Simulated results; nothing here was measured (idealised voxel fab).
Module name: voxel self aligned contacts (process module)
The cross-section shown here is cut; it is 250 nm wide and divided into square cells measuring 5 nm on a side.
The cross-sections in this document take the form of a grid made of square cells. They are written out as bands, in order from top to bottom. Each band consists of one or more rows of cells.
Top, bottom (nm), then materials left to right with widths (nm); lone material tagged "all across" fills the whole band edge to edge; "blank" = empty space.
Convention: height 0 is the level below which the wafer, as received, is all one material. The lowest band does not terminate at the bottom but continues downward, represented as "0 down".
Top row gets the first number, bottom row gets the second, and each row in between changes by the same step: that is how a band width like "30..40" works.
The designation "everything unchanged", where it is given for a processing step, indicates that no cell of the cross-section was altered in the course of that step.
Entry "Enclosed internal voids" = empty spaces >= 8 cells with no open way to the top; each as width x height at distance, distance from left edge, all nm.
Read whatever lies past the settings on a step's line as the simulator's own remark about the step.
"overlay nm" answers the question of how far to the right of plan the mask lay on a step that has a mask, and when it is negative the answer is to the left.

THIS SECTION LISTS THE PROCESS STEPS THAT WERE PLANNED
1) RECEIVE with material Si
2) OXIDIZE with depth nm 5
3) DIRECTIONAL_DEP with material polySi, thk nm 30
4) DIRECTIONAL_DEP with material SiN, thk nm 20
5) DIRECTIONAL_DEP with material aC, thk nm 15
6) PATTERN with tone cover, mask id GATE, material resist, width nm 35, pitch nm 65, thk nm 30, overlay nm 0
7) DIRECTIONAL_ETCH with etch materials aC, depth nm 15
8) STRIP with etch materials resist
9) DIRECTIONAL_ETCH with etch materials SiN, depth nm 20
10) DIRECTIONAL_ETCH with etch materials polySi, depth nm 30
11) STRIP with etch materials aC
12) CONFORMAL_DEP with material SiN, thk nm 5
13) DIRECTIONAL_ETCH with etch materials SiN, depth nm 5
14) FILL_DEP with material SiO2, thk nm 20
15) CMP with height nm 60
16) DIRECTIONAL_DEP with material aC, thk nm 15
17) PATTERN with tone open, mask id CONTACT, material resist, width nm 40, pitch nm 65, thk nm 30, overlay nm 0
18) DIRECTIONAL_ETCH with etch materials aC, depth nm 15
19) STRIP with etch materials resist
20) DIRECTIONAL_ETCH with etch materials SiO2, depth nm 65
21) STRIP with etch materials aC
22) CONFORMAL_DEP with material TiN, thk nm 5
23) FILL_DEP with material Ru, thk nm 5
24) CMP with height nm 60
25) CONFORMAL_DEP with material SiCN, thk nm 5

RECEIVED-STATE CROSS-SECTION, REFLECTING COMPLETION OF STEP 1
- 0 down = Si all across
- Enclosed internal voids: none

CROSS-SECTIONAL IMAGE OF THE FIRST OF TWO WAFERS AT THE END OF THE MODULE, THE RUN HAVING PROCEEDED AS PLANNED
- 65 to 60 = SiCN all across
- 60 to 50 = SiO2 (70), then TiN (5..15), then Ru (30..10), then TiN (5..15), then SiO2 (25), then TiN (5..15), then Ru (30..10), then TiN (5..15), then SiO2 (75)
- 50 to 30 = SiO2 (35), then SiN (45), then TiN (5), then Ru (10), then TiN (5), then SiN (45), then TiN (5), then Ru (10), then TiN (5), then SiN (45), then SiO2 (40)
- 30 to 0 = SiO2 (35), then SiN (5), then polySi (35), then SiN (5), then TiN (5), then Ru (10), then TiN (5), then SiN (5), then polySi (35), then SiN (5), then TiN (5), then Ru (10), then TiN (5), then SiN (5), then polySi (35), then SiN (5), then SiO2 (40)
- 0 to -5 = SiO2 (80), then TiN (20), then SiO2 (45), then TiN (20), then SiO2 (85)
- -5 down = Si all across
- Enclosed internal voids: none

SECOND WAFER THROUGH THE MODULE, SECTIONED AT THE END: SAME BEGINNING AND SAME PLAN AS THE FIRST WAFER, WITH ONE MISTAKE IN CARRYING IT OUT
- 65 to 60 = SiCN all across
- 60 to 50 = SiO2 (70), then TiN (5), then Ru (30), then TiN (5), then SiO2 (25), then TiN (5), then Ru (30), then TiN (5), then SiO2 (75)
- 50 to 45 = SiO2 (70), then TiN (10), then Ru (20), then TiN (10), then SiO2 (25), then TiN (10), then Ru (20), then TiN (10), then SiO2 (75)
- 45 to 30 = SiO2 (40), then SiN (35), then TiN (5), then Ru (20), then TiN (5), then SiN (35), then TiN (5), then Ru (20), then TiN (5), then SiN (35), then SiO2 (45)
- 30 to 0 = SiO2 (40), then polySi (35), then TiN (5), then Ru (20), then TiN (5), then polySi (35), then TiN (5), then Ru (20), then TiN (5), then polySi (35), then SiO2 (45)
- 0 to -5 = SiO2 (75), then TiN (30), then SiO2 (35), then TiN (30), then SiO2 (80)
- -5 down = Si all across
- Enclosed internal voids: none
what went wrong: it should be noted that step 12 of the plan was omitted and was not performed
Count the cells at the end and the second wafer has more or fewer of some materials than the first: 48 more of Ru, 81 fewer of SiN, 33 more of SiO2
